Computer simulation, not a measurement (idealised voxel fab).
process module | voxel released beams
cross-section cut | 220 nm wide | cells 5 nm
A cross-section is a grid of square cells, given in bands from the top down. A band is one or more rows of cells.
Each band's line starts with the height of the band's top and of its bottom, in nm. Then come its materials from left to right, each with its width in nm. One material with "throughout" fills the band from edge to edge. "air" is empty space.
Height 0 is the level under which the wafer as received is all one material. The lowest band goes on downwards, as in "0 down".
A width such as "30 to 40" changes by the same amount from each row of cells to the next, from the band's top row to its bottom row.
"no change" after a step means that no cell of the cross-section changed.
closed voids: empty space of 8 cells or more with no open way to the top, each as width x height at its distance from the left edge, in nm
after a step's settings: what the simulator itself notes on the step
overlay nm, on a step with a mask: how far to the right of its planned place the mask lay; to the left if negative
Each pair below shows a cross-section before one step and the cross-section after it, down to the lowest band that changed. The line under each pair gives the step between them, with its settings. The pairs can come from different runs of this module on the same starting wafer, so a pair continues from the pair above only where its "before" says so.
before
  0 down: Si throughout
  closed voids: none
after
  5 to 0: SiN throughout
  below 0: unchanged
  closed voids: none
the step between: op CONFORMAL_DEP | material SiN | thk nm 5
before: the cross-section after the pair above
after
  15 to 5: SiO2 throughout
  below 5: unchanged
  closed voids: none
the step between: op DIRECTIONAL_DEP | material SiO2 | thk nm 10
before: the cross-section after the pair above
after
  15 to 5: SiO2 65 | air 35 | SiO2 120
  below 5: unchanged
  closed voids: none
the step between: op MASKED_ETCH | tone open | mask id ANCHOR | width nm 35 | etch materials SiO2 | depth nm 10 | overlay nm 0
before: the cross-section after the pair above
after
  30 to 20: TiN 80 | air 5 | TiN 135
  20 to 15: TiN throughout
  15 to 5: SiO2 65 | TiN 35 | SiO2 120
  below 5: unchanged
  closed voids: none
the step between: op CONFORMAL_DEP | material TiN | thk nm 15
before: the cross-section after the pair above
after
  40 to 30: aC 80 | air 5 | aC 135
  30 to 20: TiN 80 | aC 5 | TiN 135
  below 20: unchanged
  closed voids: none
the step between: op DIRECTIONAL_DEP | material aC | thk nm 10
before: the cross-section after the pair above
after
  70 to 40: air 60 | resist 90 | air 70
  40 to 30: aC 80 | resist 5 | aC 135
  below 30: unchanged
  closed voids: none
the step between: op PATTERN | tone cover | mask id BEAM | material resist | width nm 90 | thk nm 30 | overlay nm 0
before: the cross-section after the pair above
after
  60 to 40: air 60 | resist 90 | air 70
  40 to 30: air 60 | aC 20 | resist 5 | aC 65 | air 70
  below 30: unchanged
  closed voids: none
the step between: op DIRECTIONAL_ETCH | etch materials aC | depth nm 10
before: the cross-section after the pair above
after
  40 to 30: air 60 | aC 20 | air 5 | aC 65 | air 70
  below 30: unchanged
  closed voids: none
the step between: op STRIP | etch materials resist
before: the cross-section after the pair above
after
  40 to 30: air 60 | aC 20 | air 5 | aC 65 | air 70
  30 to 20: air 60 | TiN 20 | aC 5 | TiN 65 | air 70
  20 to 15: air 60 | TiN 90 | air 70
  below 15: unchanged
  closed voids: none
the step between: op DIRECTIONAL_ETCH | etch materials TiN | depth nm 15
before: the cross-section after the pair above
after
  30 to 20: air 60 | TiN 20 | air 5 | TiN 65 | air 70
  below 20: unchanged
  closed voids: none
the step between: op STRIP | etch materials aC
before: the cross-section after the pair above
after
  30 to 20: air 60 | TiN 20 | air 5 | TiN 65 | air 70
  20 to 15: air 60 | TiN 90 | air 70
  15 to 5: air 65 | TiN 35 | air 120
  below 5: unchanged
  closed voids: none
the step between: op STRIP | etch materials SiO2
before
  0 down: Si throughout
  closed voids: none
after
  10 to 0: SiO2 throughout
  below 0: unchanged
  closed voids: none
the step between: op DIRECTIONAL_DEP | material SiO2 | thk nm 10
before: the cross-section after the pair above
after
  10 to 0: SiO2 65 | air 35 | SiO2 120
  below 0: unchanged
  closed voids: none
the step between: op MASKED_ETCH | tone open | mask id ANCHOR | width nm 35 | etch materials SiO2 | depth nm 10 | overlay nm 0
before: the cross-section after the pair above
after
  25 to 15: TiN 80 | air 5 | TiN 135
  15 to 10: TiN throughout
  10 to 0: SiO2 65 | TiN 35 | SiO2 120
  below 0: unchanged
  closed voids: none
the step between: op CONFORMAL_DEP | material TiN | thk nm 15
before: the cross-section after the pair above
after
  35 to 25: aC 80 | air 5 | aC 135
  25 to 15: TiN 80 | aC 5 | TiN 135
  below 15: unchanged
  closed voids: none
the step between: op DIRECTIONAL_DEP | material aC | thk nm 10
before: the cross-section after the pair above
after
  65 to 35: air 60 | resist 90 | air 70
  35 to 25: aC 80 | resist 5 | aC 135
  below 25: unchanged
  closed voids: none
the step between: op PATTERN | tone cover | mask id BEAM | material resist | width nm 90 | thk nm 30 | overlay nm 0
before: the cross-section after the pair above
after
  55 to 35: air 60 | resist 90 | air 70
  35 to 25: air 60 | aC 20 | resist 5 | aC 65 | air 70
  below 25: unchanged
  closed voids: none
the step between: op DIRECTIONAL_ETCH | etch materials aC | depth nm 10
before: the cross-section after the pair above
after
  35 to 25: air 60 | aC 20 | air 5 | aC 65 | air 70
  below 25: unchanged
  closed voids: none
the step between: op STRIP | etch materials resist
before: the cross-section after the pair above
after
  35 to 25: air 60 | aC 20 | air 5 | aC 65 | air 70
  25 to 15: air 60 | TiN 20 | aC 5 | TiN 65 | air 70
  15 to 10: air 60 | TiN 90 | air 70
  below 10: unchanged
  closed voids: none
the step between: op DIRECTIONAL_ETCH | etch materials TiN | depth nm 15
before: the cross-section after the pair above
after
  25 to 15: air 60 | TiN 20 | air 5 | TiN 65 | air 70
  below 15: unchanged
  closed voids: none
the step between: op STRIP | etch materials aC
before: the cross-section after the pair above
after
  25 to 15: air 60 | TiN 20 | air 5 | TiN 65 | air 70
  15 to 10: air 60 | TiN 90 | air 70
  10 to 0: air 65 | TiN 35 | air 120
  below 0: unchanged
  closed voids: none
the step between: op STRIP | etch materials SiO2
before
  30 to 20: TiN 80 | air 5 | TiN 135
  20 to 15: TiN throughout
  15 to 5: SiO2 65 | TiN 35 | SiO2 120
  5 to 0: SiN throughout
  0 down: Si throughout
  closed voids: none
after
  45 to 15: TiN throughout
  below 15: unchanged
  closed voids: none
the step between: op CONFORMAL_DEP | material TiN | thk nm 15
before: the cross-section after the pair above
after
  55 to 45: aC throughout
  below 45: unchanged
  closed voids: none
the step between: op DIRECTIONAL_DEP | material aC | thk nm 10
before: the cross-section after the pair above
after
  85 to 55: air 60 | resist 90 | air 70
  below 55: unchanged
  closed voids: none
the step between: op PATTERN | tone cover | mask id BEAM | material resist | width nm 90 | thk nm 30 | overlay nm 0
before: the cross-section after the pair above
after
  75 to 55: air 60 | resist 90 | air 70
  55 to 45: air 60 | aC 90 | air 70
  below 45: unchanged
  closed voids: none
the step between: op DIRECTIONAL_ETCH | etch materials aC | depth nm 10
before: the cross-section after the pair above
after
  55 to 45: air 60 | aC 90 | air 70
  below 45: unchanged
  closed voids: none
the step between: op STRIP | etch materials resist
before: the cross-section after the pair above
after
  55 to 45: air 60 | aC 90 | air 70
  45 to 30: air 60 | TiN 90 | air 70
  below 30: unchanged
  closed voids: none
the step between: op DIRECTIONAL_ETCH | etch materials TiN | depth nm 15
before: the cross-section after the pair above
after
  45 to 30: air 60 | TiN 90 | air 70
  below 30: unchanged
  closed voids: none
the step between: op STRIP | etch materials aC
before
  10 to 0: SiO2 throughout
  0 down: Si throughout
  closed voids: none
after
  15 to 10: SiN throughout
  below 10: unchanged
  closed voids: none
the step between: op CONFORMAL_DEP | material SiN | thk nm 5
before: the cross-section after the pair above
after
  30 to 15: TiN throughout
  below 15: unchanged
  closed voids: none
the step between: op CONFORMAL_DEP | material TiN | thk nm 15
before: the cross-section after the pair above
after
  40 to 30: aC throughout
  below 30: unchanged
  closed voids: none
the step between: op DIRECTIONAL_DEP | material aC | thk nm 10
before: the cross-section after the pair above
after
  70 to 40: air 60 | resist 90 | air 70
  below 40: unchanged
  closed voids: none
the step between: op PATTERN | tone cover | mask id BEAM | material resist | width nm 90 | thk nm 30 | overlay nm 0
before: the cross-section after the pair above
after
  60 to 40: air 60 | resist 90 | air 70
  40 to 30: air 60 | aC 90 | air 70
  below 30: unchanged
  closed voids: none
the step between: op DIRECTIONAL_ETCH | etch materials aC | depth nm 10
before: the cross-section after the pair above
after
  40 to 30: air 60 | aC 90 | air 70
  below 30: unchanged
  closed voids: none
the step between: op STRIP | etch materials resist
before: the cross-section after the pair above
after
  40 to 30: air 60 | aC 90 | air 70
  30 to 15: air 60 | TiN 90 | air 70
  below 15: unchanged
  closed voids: none
the step between: op DIRECTIONAL_ETCH | etch materials TiN | depth nm 15
before: the cross-section after the pair above
after
  30 to 15: air 60 | TiN 90 | air 70
  below 15: unchanged
  closed voids: none
the step between: op STRIP | etch materials aC
before
  5 to 0: SiN throughout
  0 down: Si throughout
  closed voids: none
after
  10 to 5: SiO2 throughout
  below 5: unchanged
  closed voids: none
the step between: op DIRECTIONAL_DEP | material SiO2 | thk nm 5
before: the cross-section after the pair above
after
  10 to 5: SiO2 65 | air 35 | SiO2 120
  below 5: unchanged
  closed voids: none
the step between: op MASKED_ETCH | tone open | mask id ANCHOR | width nm 35 | etch materials SiO2 | depth nm 10 | overlay nm 0
before: the cross-section after the pair above
after
  25 to 20: TiN 80 | air 5 | TiN 135
  20 to 10: TiN throughout
  10 to 5: SiO2 65 | TiN 35 | SiO2 120
  below 5: unchanged
  closed voids: none
the step between: op CONFORMAL_DEP | material TiN | thk nm 15
before: the cross-section after the pair above
after
  35 to 30: aC 80 | air 5 | aC 135
  30 to 25: aC throughout
  25 to 20: TiN 80 | aC 5 | TiN 135
  below 20: unchanged
  closed voids: none
the step between: op DIRECTIONAL_DEP | material aC | thk nm 10
before: the cross-section after the pair above
after
  65 to 35: air 60 | resist 90 | air 70
  35 to 30: aC 80 | resist 5 | aC 135
  below 30: unchanged
  closed voids: none
the step between: op PATTERN | tone cover | mask id BEAM | material resist | width nm 90 | thk nm 30 | overlay nm 0
before: the cross-section after the pair above
after
  55 to 35: air 60 | resist 90 | air 70
  35 to 30: air 60 | aC 20 | resist 5 | aC 65 | air 70
  30 to 25: air 60 | aC 90 | air 70
  below 25: unchanged
  closed voids: none
the step between: op DIRECTIONAL_ETCH | etch materials aC | depth nm 10
before: the cross-section after the pair above
after
  35 to 30: air 60 | aC 20 | air 5 | aC 65 | air 70
  below 30: unchanged
  closed voids: none
the step between: op STRIP | etch materials resist
before: the cross-section after the pair above
after
  35 to 30: air 60 | aC 20 | air 5 | aC 65 | air 70
  30 to 25: air 60 | aC 90 | air 70
  25 to 20: air 60 | TiN 20 | aC 5 | TiN 65 | air 70
  20 to 10: air 60 | TiN 90 | air 70
  below 10: unchanged
  closed voids: none
the step between: op DIRECTIONAL_ETCH | etch materials TiN | depth nm 15
before: the cross-section after the pair above
after
  25 to 20: air 60 | TiN 20 | air 5 | TiN 65 | air 70
  below 20: unchanged
  closed voids: none
the step between: op STRIP | etch materials aC
before: the cross-section after the pair above
after
  25 to 20: air 60 | TiN 20 | air 5 | TiN 65 | air 70
  20 to 10: air 60 | TiN 90 | air 70
  10 to 5: air 65 | TiN 35 | air 120
  below 5: unchanged
  closed voids: none
the step between: op STRIP | etch materials SiO2
before
  40 to 30: aC 80 | air 5 | aC 135
  30 to 20: TiN 80 | aC 5 | TiN 135
  20 to 15: TiN throughout
  15 to 5: SiO2 65 | TiN 35 | SiO2 120
  5 to 0: SiN throughout
  0 down: Si throughout
  closed voids: none
after
  70 to 40: air 60 | resist 95 | air 65
  40 to 30: aC 80 | resist 5 | aC 135
  below 30: unchanged
  closed voids: none
the step between: op PATTERN | tone cover | mask id BEAM | material resist | width nm 95 | thk nm 30 | overlay nm 0
before: the cross-section after the pair above
after
  60 to 40: air 60 | resist 95 | air 65
  40 to 30: air 60 | aC 20 | resist 5 | aC 70 | air 65
  below 30: unchanged
  closed voids: none
the step between: op DIRECTIONAL_ETCH | etch materials aC | depth nm 10
before: the cross-section after the pair above
after
  40 to 30: air 60 | aC 20 | air 5 | aC 70 | air 65
  below 30: unchanged
  closed voids: none
the step between: op STRIP | etch materials resist
before: the cross-section after the pair above
after
  40 to 30: air 60 | aC 20 | air 5 | aC 70 | air 65
  30 to 20: air 60 | TiN 20 | aC 5 | TiN 70 | air 65
  20 to 15: air 60 | TiN 95 | air 65
  below 15: unchanged
  closed voids: none
the step between: op DIRECTIONAL_ETCH | etch materials TiN | depth nm 15
before: the cross-section after the pair above
after
  30 to 20: air 60 | TiN 20 | air 5 | TiN 70 | air 65
  below 20: unchanged
  closed voids: none
the step between: op STRIP | etch materials aC
before: the cross-section after the pair above
after
  30 to 20: air 60 | TiN 20 | air 5 | TiN 70 | air 65
  20 to 15: air 60 | TiN 95 | air 65
  15 to 5: air 65 | TiN 35 | air 120
  below 5: unchanged
  closed voids: none
the step between: op STRIP | etch materials SiO2
before
  15 to 5: SiO2 throughout
  5 to 0: SiN throughout
  0 down: Si throughout
  closed voids: none
after
  15 to 5: SiO2 60 | air 35 | SiO2 125
  below 5: unchanged
  closed voids: none
the step between: op MASKED_ETCH | tone open | mask id ANCHOR | width nm 35 | etch materials SiO2 | depth nm 10 | overlay nm -5
before: the cross-section after the pair above
after
  30 to 20: TiN 75 | air 5 | TiN 140
  20 to 15: TiN throughout
  15 to 5: SiO2 60 | TiN 35 | SiO2 125
  below 5: unchanged
  closed voids: none
the step between: op CONFORMAL_DEP | material TiN | thk nm 15
before: the cross-section after the pair above
after
  40 to 30: aC 75 | air 5 | aC 140
  30 to 20: TiN 75 | aC 5 | TiN 140
  below 20: unchanged
  closed voids: none
the step between: op DIRECTIONAL_DEP | material aC | thk nm 10
before: the cross-section after the pair above
after
  70 to 40: air 60 | resist 90 | air 70
  40 to 30: aC 75 | resist 5 | aC 140
  below 30: unchanged
  closed voids: none
the step between: op PATTERN | tone cover | mask id BEAM | material resist | width nm 90 | thk nm 30 | overlay nm 0
before: the cross-section after the pair above
after
  60 to 40: air 60 | resist 90 | air 70
  40 to 30: air 60 | aC 15 | resist 5 | aC 70 | air 70
  below 30: unchanged
  closed voids: none
the step between: op DIRECTIONAL_ETCH | etch materials aC | depth nm 10
before: the cross-section after the pair above
after
  40 to 30: air 60 | aC 15 | air 5 | aC 70 | air 70
  below 30: unchanged
  closed voids: none
the step between: op STRIP | etch materials resist
before: the cross-section after the pair above
after
  40 to 30: air 60 | aC 15 | air 5 | aC 70 | air 70
  30 to 20: air 60 | TiN 15 | aC 5 | TiN 70 | air 70
  20 to 15: air 60 | TiN 90 | air 70
  below 15: unchanged
  closed voids: none
the step between: op DIRECTIONAL_ETCH | etch materials TiN | depth nm 15
before: the cross-section after the pair above
after
  30 to 20: air 60 | TiN 15 | air 5 | TiN 70 | air 70
  below 20: unchanged
  closed voids: none
the step between: op STRIP | etch materials aC
before: the cross-section after the pair above
after
  30 to 20: air 60 | TiN 15 | air 5 | TiN 70 | air 70
  20 to 15: air 60 | TiN 90 | air 70
  15 to 5: air 60 | TiN 35 | air 125
  below 5: unchanged
  closed voids: none
the step between: op STRIP | etch materials SiO2
before
  30 to 20: TiN 80 | air 5 | TiN 135
  20 to 15: TiN throughout
  15 to 5: SiO2 65 | TiN 35 | SiO2 120
  5 to 0: SiN throughout
  0 down: Si throughout
  closed voids: none
after
  40 to 30: SiN 80 | air 5 | SiN 135
  30 to 20: TiN 80 | SiN 5 | TiN 135
  below 20: unchanged
  closed voids: none
the step between: op DIRECTIONAL_DEP | material SiN | thk nm 10
before: the cross-section after the pair above
after
  70 to 40: air 60 | resist 90 | air 70
  40 to 30: SiN 80 | resist 5 | SiN 135
  below 30: unchanged
  closed voids: none
the step between: op PATTERN | tone cover | mask id BEAM | material resist | width nm 90 | thk nm 30 | overlay nm 0
before: the cross-section after the pair above
after
  60 to 40: air 60 | resist 90 | air 70
  below 40: unchanged
  closed voids: none
the step between: op DIRECTIONAL_ETCH | etch materials aC | depth nm 10
before: the cross-section after the pair above
after
  40 to 30: SiN 80 | air 5 | SiN 135
  below 30: unchanged
  closed voids: none
the step between: op STRIP | etch materials resist
before
  15 to 5: SiO2 throughout
  5 to 0: SiN throughout
  0 down: Si throughout
  closed voids: none
after
  15 to 5: air 65 | SiO2 35 | air 120
  below 5: unchanged
  closed voids: none
the step between: op MASKED_ETCH | tone cover | mask id ANCHOR | width nm 35 | etch materials SiO2 | depth nm 10 | overlay nm 0
before: the cross-section after the pair above
after
  30 to 20: air 50 | TiN 65 | air 105
  20 to 15: TiN throughout
  15 to 5: TiN 65 | SiO2 35 | TiN 120
  below 5: unchanged
  closed voids: none
the step between: op CONFORMAL_DEP | material TiN | thk nm 15
before: the cross-section after the pair above
after
  40 to 30: air 50 | aC 65 | air 105
  30 to 20: aC 50 | TiN 65 | aC 105
  below 20: unchanged
  closed voids: none
the step between: op DIRECTIONAL_DEP | material aC | thk nm 10
before: the cross-section after the pair above
after
  70 to 40: air 60 | resist 90 | air 70
  40 to 30: air 50 | aC 65 | resist 35 | air 70
  below 30: unchanged
  closed voids: none
the step between: op PATTERN | tone cover | mask id BEAM | material resist | width nm 90 | thk nm 30 | overlay nm 0
before: the cross-section after the pair above
after
  60 to 40: air 60 | resist 90 | air 70
  40 to 30: air 60 | aC 55 | resist 35 | air 70
  30 to 20: air 50 | TiN 65 | aC 35 | air 70
  below 20: unchanged
  closed voids: none
the step between: op DIRECTIONAL_ETCH | etch materials aC | depth nm 10
before: the cross-section after the pair above
after
  40 to 30: air 60 | aC 55 | air 105
  below 30: unchanged
  closed voids: none
the step between: op STRIP | etch materials resist
before: the cross-section after the pair above
after
  40 to 30: air 60 | aC 55 | air 105
  30 to 20: air 60 | TiN 55 | aC 35 | air 70
  20 to 15: air 60 | TiN 90 | air 70
  15 to 5: air 50 | TiN 15 | SiO2 35 | TiN 50 | air 70
  below 5: unchanged
  closed voids: none
the step between: op DIRECTIONAL_ETCH | etch materials TiN | depth nm 15
before: the cross-section after the pair above
after
  30 to 20: air 60 | TiN 55 | air 105
  below 20: unchanged
  closed voids: none
the step between: op STRIP | etch materials aC
